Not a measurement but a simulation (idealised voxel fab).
The process module that follows is named voxel gate over fins.
Cross-sectional view cut (width: 150 nm; square cell size: 5 nm).
Square cells in a grid make up a cross-section in this document, and the grid is given as bands, listed from the top down, each one or more rows of cells. Look at the band entry: it leads with the top's height and the bottom's height in nm. Then it lists the materials left to right, with a width in nm for each. The word "all across" on a single material says that material fills the band edge to edge. The word "blank" is empty space. All heights in this document are referenced to 0, defined as the level beneath which the wafer, as received, consists entirely of one material. The lowest band is not bounded below; it extends indefinitely downward and is written in the form "0 nm and below". It should be noted that a width expressed as "30->40" varies in equal increments from row to row of cells within the band, taking the value of the first number at the top row and that of the second number at the bottom row. "changes: none" after a step means that no cell of the cross-section changed. Enclosed voids (no open way to top), threshold 8 cells or more, entry "Fully enclosed voids", notation width x height at distance, distance from left edge, nm. On each step's line, the part that comes after the settings is the simulator's own comment on the step. Among the settings permitted on a step's line is "overlay nm"; applied to a step with a mask, it specifies the extent to which the mask lay to the right of its planned position, whereas a negative figure signifies a position to the left.

-- The process steps that were planned are listed below
1) RECEIVE [material Si]
2) CONFORMAL_DEP [material SiN] [thk nm 10]
3) PATTERN [tone cover] [mask id FINS] [material resist] [width nm 15] [pitch nm 35] [thk nm 15] [overlay nm 0]
4) DIRECTIONAL_ETCH [etch materials SiN] [depth nm 10]
5) DIRECTIONAL_ETCH [etch materials Si] [depth nm 30]
6) STRIP [etch materials resist]
7) OXIDIZE [depth nm 5]
8) FILL_DEP [material SiO2] [thk nm 10]
9) CMP [height nm 10]
10) SELECTIVE_ETCH [etch materials SiO2] [depth nm 20]
11) STRIP [etch materials SiN]
12) CONFORMAL_DEP [material HfO2] [thk nm 5]
13) CONFORMAL_DEP [material TiN] [thk nm 5]
14) CONFORMAL_DEP [material TiAl] [thk nm 5]
15) CONFORMAL_DEP [material TiN] [thk nm 5]
16) FILL_DEP [material W] [thk nm 10]
17) CMP [height nm 25]
18) CONFORMAL_DEP [material SiN] [thk nm 5]

-- First of two wafers, with the run carried out as planned

-- Wafer at receipt (post step 1), cross-section
> 0 nm and below  Si all across
> Fully enclosed voids: none

-- Cross-section of the wafer after step 2
> 10 nm to 0 nm  SiN all across
> Under 0: no change, same as before.

-- Cross-section of the wafer after step 3
> 25 nm to 10 nm  30 of blank; 15 of resist; 20 of blank; 15 of resist; 20 of blank; 15 of resist; 35 of blank
> Under 10: no change, same as before.

-- Cross-section of the wafer after step 4
> 25 nm to 10 nm  30 of blank; 15 of resist; 20 of blank; 15 of resist; 20 of blank; 15 of resist; 35 of blank
> 10 nm to 0 nm  30 of blank; 15 of SiN; 20 of blank; 15 of SiN; 20 of blank; 15 of SiN; 35 of blank
> Under 0: no change, same as before.

-- Cross-section of the wafer after step 5
> 25 nm to 10 nm  30 of blank; 15 of resist; 20 of blank; 15 of resist; 20 of blank; 15 of resist; 35 of blank
> 10 nm to 0 nm  30 of blank; 15 of SiN; 20 of blank; 15 of SiN; 20 of blank; 15 of SiN; 35 of blank
> 0 nm to -30 nm  30 of blank; 15 of Si; 20 of blank; 15 of Si; 20 of blank; 15 of Si; 35 of blank
> Under -30: no change, same as before.

-- Cross-section of the wafer after step 6
> 10 nm to 0 nm  30 of blank; 15 of SiN; 20 of blank; 15 of SiN; 20 of blank; 15 of SiN; 35 of blank
> Under 0: no change, same as before.

-- Cross-section of the wafer after step 7
> 10 nm to 0 nm  30 of blank; 15 of SiN; 20 of blank; 15 of SiN; 20 of blank; 15 of SiN; 35 of blank
> 0 nm to -30 nm  30 of blank; 5 of SiO2; 5 of Si; 5 of SiO2; 20 of blank; 5 of SiO2; 5 of Si; 5 of SiO2; 20 of blank; 5 of SiO2; 5 of Si; 5 of SiO2; 35 of blank
> -30 nm to -35 nm  35 of SiO2; 5 of Si; 30 of SiO2; 5 of Si; 30 of SiO2; 5 of Si; 40 of SiO2
> Under -35: no change, same as before.

-- Cross-section of the wafer after step 8
> 20 nm to 10 nm  SiO2 all across
> 10 nm to 0 nm  30 of SiO2; 15 of SiN; 20 of SiO2; 15 of SiN; 20 of SiO2; 15 of SiN; 35 of SiO2
> 0 nm to -35 nm  35 of SiO2; 5 of Si; 30 of SiO2; 5 of Si; 30 of SiO2; 5 of Si; 40 of SiO2
> Under -35: no change, same as before.

-- Cross-section of the wafer after step 9
> 10 nm to 0 nm  30 of SiO2; 15 of SiN; 20 of SiO2; 15 of SiN; 20 of SiO2; 15 of SiN; 35 of SiO2
> Under 0: no change, same as before.

-- Cross-section of the wafer after step 10
> 10 nm to 0 nm  30 of blank; 15 of SiN; 20 of blank; 15 of SiN; 20 of blank; 15 of SiN; 35 of blank
> 0 nm to -10 nm  35 of blank; 5 of Si; 30 of blank; 5 of Si; 30 of blank; 5 of Si; 40 of blank
> Under -10: no change, same as before.

-- Cross-section of the wafer after step 11
> 0 nm to -10 nm  35 of blank; 5 of Si; 30 of blank; 5 of Si; 30 of blank; 5 of Si; 40 of blank
> Under -10: no change, same as before.

-- Cross-section of the wafer after step 12
> 5 nm to 0 nm  30 of blank; 15 of HfO2; 20 of blank; 15 of HfO2; 20 of blank; 15 of HfO2; 35 of blank
> 0 nm to -5 nm  30 of blank; 5 of HfO2; 5 of Si; 5 of HfO2; 20 of blank; 5 of HfO2; 5 of Si; 5 of HfO2; 20 of blank; 5 of HfO2; 5 of Si; 5 of HfO2; 35 of blank
> -5 nm to -10 nm  35 of HfO2; 5 of Si; 30 of HfO2; 5 of Si; 30 of HfO2; 5 of Si; 40 of HfO2
> Under -10: no change, same as before.

-- Cross-section of the wafer after step 13
> 10 nm to 5 nm  25 of blank; 25 of TiN; 10 of blank; 25 of TiN; 10 of blank; 25 of TiN; 30 of blank
> 5 nm to 0 nm  25 of blank; 5 of TiN; 15 of HfO2; 5 of TiN; 10 of blank; 5 of TiN; 15 of HfO2; 5 of TiN; 10 of blank; 5 of TiN; 15 of HfO2; 5 of TiN; 30 of blank
> 0 nm to -5 nm  30 of TiN; 5 of HfO2; 5 of Si; 5 of HfO2; 20 of TiN; 5 of HfO2; 5 of Si; 5 of HfO2; 20 of TiN; 5 of HfO2; 5 of Si; 5 of HfO2; 35 of TiN
> Under -5: no change, same as before.

-- Cross-section of the wafer after step 14
> 15 nm to 10 nm  20 of blank; 105 of TiAl; 25 of blank
> 10 nm to 5 nm  20 of blank; 5 of TiAl; 25 of TiN; 10 of TiAl; 25 of TiN; 10 of TiAl; 25 of TiN; 5 of TiAl; 25 of blank
> 5 nm to 0 nm  25 of TiAl; 5 of TiN; 15 of HfO2; 5 of TiN; 10 of TiAl; 5 of TiN; 15 of HfO2; 5 of TiN; 10 of TiAl; 5 of TiN; 15 of HfO2; 5 of TiN; 30 of TiAl
> Under 0: no change, same as before.

-- Cross-section of the wafer after step 15
> 20 nm to 15 nm  15 of blank; 115 of TiN; 20 of blank
> 15 nm to 10 nm  15 of blank; 5 of TiN; 105 of TiAl; 5 of TiN; 20 of blank
> 10 nm to 5 nm  20 of TiN; 5 of TiAl; 25 of TiN; 10 of TiAl; 25 of TiN; 10 of TiAl; 25 of TiN; 5 of TiAl; 25 of TiN
> Under 5: no change, same as before.

-- Cross-section of the wafer after step 16
> 30 nm to 20 nm  W all across
> 20 nm to 15 nm  15 of W; 115 of TiN; 20 of W
> 15 nm to 10 nm  15 of W; 5 of TiN; 105 of TiAl; 5 of TiN; 20 of W
> Under 10: no change, same as before.

-- Cross-section of the wafer after step 17
> 25 nm to 20 nm  W all across
> Under 20: no change, same as before.

-- Cross-section of the wafer after step 18
> 30 nm to 25 nm  SiN all across
> Under 25: no change, same as before.

-- Regarding the second of the two wafers: it shared the first wafer's starting condition and process plan, yet one error occurred during its execution. Its history coincides with that of the first wafer up to and including step 2

-- Second wafer: cross-section at the scheduled end of step 3
> 25 nm to 10 nm  30 of resist; 15 of blank; 20 of resist; 15 of blank; 20 of resist; 15 of blank; 35 of resist
> Under 10: no change, same as before.

-- Second wafer: cross-section at the scheduled end of step 4
> 25 nm to 10 nm  30 of resist; 15 of blank; 20 of resist; 15 of blank; 20 of resist; 15 of blank; 35 of resist
> 10 nm to 0 nm  30 of SiN; 15 of blank; 20 of SiN; 15 of blank; 20 of SiN; 15 of blank; 35 of SiN
> Under 0: no change, same as before.

-- Second wafer: cross-section at the scheduled end of step 5
> 25 nm to 10 nm  30 of resist; 15 of blank; 20 of resist; 15 of blank; 20 of resist; 15 of blank; 35 of resist
> 10 nm to 0 nm  30 of SiN; 15 of blank; 20 of SiN; 15 of blank; 20 of SiN; 15 of blank; 35 of SiN
> 0 nm to -30 nm  30 of Si; 15 of blank; 20 of Si; 15 of blank; 20 of Si; 15 of blank; 35 of Si
> Under -30: no change, same as before.

-- Second wafer: cross-section at the scheduled end of step 6
> 10 nm to 0 nm  30 of SiN; 15 of blank; 20 of SiN; 15 of blank; 20 of SiN; 15 of blank; 35 of SiN
> Under 0: no change, same as before.

-- Second wafer: cross-section at the scheduled end of step 7
> 10 nm to 0 nm  30 of SiN; 15 of blank; 20 of SiN; 15 of blank; 20 of SiN; 15 of blank; 35 of SiN
> 0 nm to -30 nm  25 of Si; 5 of SiO2; 15 of blank; 5 of SiO2; 10 of Si; 5 of SiO2; 15 of blank; 5 of SiO2; 10 of Si; 5 of SiO2; 15 of blank; 5 of SiO2; 30 of Si
> -30 nm to -35 nm  25 of Si; 25 of SiO2; 10 of Si; 25 of SiO2; 10 of Si; 25 of SiO2; 30 of Si
> Under -35: no change, same as before.

-- Second wafer: cross-section at the scheduled end of step 8
> 20 nm to 10 nm  SiO2 all across
> 10 nm to 0 nm  30 of SiN; 15 of SiO2; 20 of SiN; 15 of SiO2; 20 of SiN; 15 of SiO2; 35 of SiN
> 0 nm to -35 nm  25 of Si; 25 of SiO2; 10 of Si; 25 of SiO2; 10 of Si; 25 of SiO2; 30 of Si
> Under -35: no change, same as before.

-- Second wafer: cross-section at the scheduled end of step 9
> 10 nm to 0 nm  30 of SiN; 15 of SiO2; 20 of SiN; 15 of SiO2; 20 of SiN; 15 of SiO2; 35 of SiN
> Under 0: no change, same as before.

-- Second wafer: cross-section at the scheduled end of step 10
> 10 nm to 0 nm  30 of SiN; 15 of blank; 20 of SiN; 15 of blank; 20 of SiN; 15 of blank; 35 of SiN
> 0 nm to -10 nm  25 of Si; 25 of blank; 10 of Si; 25 of blank; 10 of Si; 25 of blank; 30 of Si
> Under -10: no change, same as before.

-- Second wafer: cross-section at the scheduled end of step 11
> 0 nm to -10 nm  25 of Si; 25 of blank; 10 of Si; 25 of blank; 10 of Si; 25 of blank; 30 of Si
> Under -10: no change, same as before.

-- Second wafer: cross-section at the scheduled end of step 12
> 5 nm to 0 nm  30 of HfO2; 15 of blank; 20 of HfO2; 15 of blank; 20 of HfO2; 15 of blank; 35 of HfO2
> 0 nm to -5 nm  25 of Si; 5 of HfO2; 15 of blank; 5 of HfO2; 10 of Si; 5 of HfO2; 15 of blank; 5 of HfO2; 10 of Si; 5 of HfO2; 15 of blank; 5 of HfO2; 30 of Si
> -5 nm to -10 nm  25 of Si; 25 of HfO2; 10 of Si; 25 of HfO2; 10 of Si; 25 of HfO2; 30 of Si
> Under -10: no change, same as before.

-- Second wafer: cross-section at the scheduled end of step 13
> 10 nm to 5 nm  35 of TiN; 5 of blank; 30 of TiN; 5 of blank; 30 of TiN; 5 of blank; 40 of TiN
> 5 nm to 0 nm  30 of HfO2; 5 of TiN; 5 of blank; 5 of TiN; 20 of HfO2; 5 of TiN; 5 of blank; 5 of TiN; 20 of HfO2; 5 of TiN; 5 of blank; 5 of TiN; 35 of HfO2
> 0 nm to -5 nm  25 of Si; 5 of HfO2; 15 of TiN; 5 of HfO2; 10 of Si; 5 of HfO2; 15 of TiN; 5 of HfO2; 10 of Si; 5 of HfO2; 15 of TiN; 5 of HfO2; 30 of Si
> Under -5: no change, same as before.

-- Second wafer: cross-section at the scheduled end of step 14
> 15 nm to 10 nm  TiAl all across
> 10 nm to 5 nm  35 of TiN; 5 of TiAl; 30 of TiN; 5 of TiAl; 30 of TiN; 5 of TiAl; 40 of TiN
> 5 nm to 0 nm  30 of HfO2; 5 of TiN; 5 of TiAl; 5 of TiN; 20 of HfO2; 5 of TiN; 5 of TiAl; 5 of TiN; 20 of HfO2; 5 of TiN; 5 of TiAl; 5 of TiN; 35 of HfO2
> Under 0: no change, same as before.

-- Second wafer: cross-section at the scheduled end of step 15
> 20 nm to 15 nm  TiN all across
> Under 15: no change, same as before.

-- Second wafer: cross-section at the scheduled end of step 16
> 30 nm to 20 nm  W all across
> Under 20: no change, same as before.

-- Second wafer: cross-section at the scheduled end of step 17
> 25 nm to 20 nm  W all across
> Under 20: no change, same as before.

-- Second wafer: cross-section at the scheduled end of step 18
> 30 nm to 25 nm  SiN all across
> Under 25: no change, same as before.
what went wrong: note that step 3 departed from the planned setting and was carried out as PATTERN [tone open] [mask id FINS] [material resist] [width nm 15] [pitch nm 35] [thk nm 15] [overlay nm 0]
Bottom line after processing is that, in cells, the second wafer is up or down on some materials versus the first: +84 Si; -60 SiO2; -6 TiAl; -4 TiN; -14 W
